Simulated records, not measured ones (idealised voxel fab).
Name of the process module below: voxel air gaps
Cross-section cut spans 255 nm and uses square cells 5 nm in size.
Square cells in a grid make up a cross-section in this document, and the grid is given as bands, listed from the top down, each one or more rows of cells. Top height, bottom height, nm. Materials left to right, width each, nm. Single material + "all across" = fills band edge to edge. "blank" = empty. Ref level 0: as-received wafer is one material below here. Bottom band extends down with no lower bound ("0 and below"). A two-number width, for instance "30 to 40", indicates that the width is equal to the first number in the top row of the band and to the second number in the bottom row, and that it changes by a constant amount per row of cells. Step marked "identical to before"? Then no cell in the cross-section changed in it. The entry titled "Closed empty spaces" provides the empty spaces that have no open way to the top, restricted to those of 8 cells or more. Each is presented as width x height at distance, the distance being measured from the left edge, with all three in nm. Past the settings on a step's line: simulator remark, on that step. The "overlay nm" setting may appear on a step's line; for a step that uses a mask, it gives how far to the right of its planned position the mask lay, and a negative value indicates the left.

Planned step list for the process
| 1 | RECEIVE | material Si |
| 2 | CONFORMAL_DEP | material SiO2 | thk nm 15 |
| 3 | CONFORMAL_DEP | material SiN | thk nm 5 |
| 4 | DIRECTIONAL_DEP | material SiO2 | thk nm 35 |
| 5 | MASKED_ETCH | tone open | mask id LINES | width nm 15 | pitch nm 45 | etch materials SiO2 | depth nm 35 | overlay nm 0 |
| 6 | CONFORMAL_DEP | material TiN | thk nm 5 |
| 7 | FILL_DEP | material W | thk nm 10 |
| 8 | CMP | height nm 55 |
| 9 | EPI | material Ru | thk nm 10 |
| 10 | SELECTIVE_ETCH | etch materials SiO2 | depth nm 45 |
| 11 | CONFORMAL_DEP | material SiN | thk nm 5 |

Shown in cross-section is the wafer as received, that is, as it stands after step 1
- 0 and below = Si all across
- Closed empty spaces: none

End-of-module cross-section of the first of two wafers, processed as planned
- 70 down to 65 = blank=35; SiN=180; blank=40
- 65 down to 55 = blank=35; SiN=5; Ru=35; SiN=10; Ru=35; SiN=10; Ru=35; SiN=10; Ru=35; SiN=5; blank=40
- 55 down to 50 = blank=35; SiN=15; TiN=5; W=5; TiN=5; SiN=30; TiN=5; W=5; TiN=5; SiN=30; TiN=5; W=5; TiN=5; SiN=30; TiN=5; W=5; TiN=5; SiN=15; blank=40
- 50 down to 25 = blank=45; SiN=5; TiN=5; W=5; TiN=5; SiN=5; blank=20; SiN=5; TiN=5; W=5; TiN=5; SiN=5; blank=20; SiN=5; TiN=5; W=5; TiN=5; SiN=5; blank=20; SiN=5; TiN=5; W=5; TiN=5; SiN=5; blank=50
- 25 down to 20 = SiN=50; TiN=15; SiN=30; TiN=15; SiN=30; TiN=15; SiN=30; TiN=15; SiN=55
- 20 down to 15 = SiN all across
- 15 down to 0 = SiO2 all across
- 0 and below = Si all across
- Closed empty spaces: 20 x 25 at 70; 20 x 25 at 115; 20 x 25 at 160

Wafer two (of two), end-of-module cross-section: start = wafer one, plan = wafer one, one run mistake
- 70 down to 65 = blank=35; SiN=180; blank=40
- 65 down to 55 = blank=35; SiN=5; Ru=35; SiN=10; Ru=35; SiN=10; Ru=35; SiN=10; Ru=35; SiN=5; blank=40
- 55 down to 50 = blank=35; SiN=15; TiN=5; W=5; TiN=5; SiN=30; TiN=5; W=5; TiN=5; SiN=30; TiN=5; W=5; TiN=5; SiN=30; TiN=5; W=5; TiN=5; SiN=15; blank=40
- 50 down to 35 = blank=45; SiN=5; TiN=5; W=5; TiN=5; SiN=5; blank=20; SiN=5; TiN=5; W=5; TiN=5; SiN=5; blank=20; SiN=5; TiN=5; W=5; TiN=5; SiN=5; blank=20; SiN=5; TiN=5; W=5; TiN=5; SiN=5; blank=50
- 35 down to 30 = SiN=50; TiN=15; SiN=30; TiN=15; SiN=30; TiN=15; SiN=30; TiN=15; SiN=55
- 30 down to 15 = SiN all across
- 15 down to 0 = SiO2 all across
- 0 and below = Si all across
- Closed empty spaces: 20 x 15 at 70; 20 x 15 at 115; 20 x 15 at 160
what went wrong: step 3 was not run as planned; what actually ran was CONFORMAL_DEP | material SiN | thk nm 15
Final comparison by cell count, materials where the second wafer has more or fewer than the first: 86 more of SiN, 16 fewer of TiN, 8 fewer of W
